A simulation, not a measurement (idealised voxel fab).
Herein follows the process module entitled voxel tone inversion.
Displayed cross-section: cut, width of 250 nm, square cells sized 5 nm.
Notation: cross-section as square-cell grid; stated in bands, top first, going down; one or more cell rows per band.
This entry defines a band. It first specifies the height of the band's top and the height of its bottom in nm, and then specifies the band's materials from left to right, stating each material with its width in nm. The word "everywhere" identifies a single material that fills the band from edge to edge, while the word "empty" identifies empty space.
Counting heights begins at 0, where everything beneath is, in the wafer as received, one material. The lowest band has no bottom; it goes on downwards, as "from 0 down" shows.
With a width like "30 to 40", each row of cells in the band differs from the next by the same amount, the top row carrying the first number and the bottom row the second.
Step note "no change occurred" = no cross-section cell changed.
"Enclosed void list" specifies each empty space that is not open to the top and that occupies no fewer than 8 cells, using the form width x height at distance, the distance measured from the left edge and all three quantities in nm.
Whatever follows a step's settings on its line is a remark the simulator itself makes about that step.
Regarding "overlay nm": on a step with a mask, it is the distance the mask lay to the right of its planned place; a negative value places it to the left.

INTENDED PROCESS STEPS
- 1: op RECEIVE | material Si
- 2: op CONFORMAL_DEP | material SiCN | thk nm 5
- 3: op DIRECTIONAL_DEP | material aC | thk nm 20
- 4: op PATTERN | tone cover | mask id POSTS | material resist | width nm 15 | pitch nm 35 | thk nm 30 | overlay nm 0
- 5: op DIRECTIONAL_ETCH | etch materials aC | depth nm 20
- 6: op STRIP | etch materials resist
- 7: op FILL_DEP | material lowk | thk nm 10
- 8: op CMP | height nm 25
- 9: op STRIP | etch materials aC
- 10: op CONFORMAL_DEP | material TiN | thk nm 5
- 11: op FILL_DEP | material W | thk nm 5
- 12: op CMP | height nm 25
- 13: op CONFORMAL_DEP | material SiN | thk nm 5

CROSS-SECTION: WAFER ON ARRIVAL = AFTER STEP 1
* from 0 down: Si everywhere
* Enclosed void list: none

RUN AS PLANNED - FIRST OF THE TWO WAFERS CROSS-SECTIONED AT THE END OF THE MODULE
* from 30 to 25: SiN everywhere
* from 25 to 10: 65 nm lowk, then 5 nm TiN, then 5 nm W, then 5 nm TiN, then 20 nm lowk, then 5 nm TiN, then 5 nm W, then 5 nm TiN, then 20 nm lowk, then 5 nm TiN, then 5 nm W, then 5 nm TiN, then 20 nm lowk, then 5 nm TiN, then 5 nm W, then 5 nm TiN, then 65 nm lowk
* from 10 to 5: 65 nm lowk, then 15 nm TiN, then 20 nm lowk, then 15 nm TiN, then 20 nm lowk, then 15 nm TiN, then 20 nm lowk, then 15 nm TiN, then 65 nm lowk
* from 5 to 0: SiCN everywhere
* from 0 down: Si everywhere
* Enclosed void list: none

MODULE END: CROSS-SECTION OF WAFER TWO OF TWO. SAME START AND PROCESS PLAN AS THE FIRST WAFER. ONE MISTAKE DURING EXECUTION
* from 30 to 25: SiN everywhere
* from 25 to 20: SiCN everywhere
* from 20 to 0: aC everywhere
* from 0 down: Si everywhere
* Enclosed void list: none
Deviation noted in wafer processing: a sequencing error occurred in which plan steps 2 and 3 were transposed
The closing comparison, in cells, has the second wafer with more or fewer of some materials than the first: TiN: 36 fewer; W: 12 fewer; aC: 200 more; lowk: 152 fewer
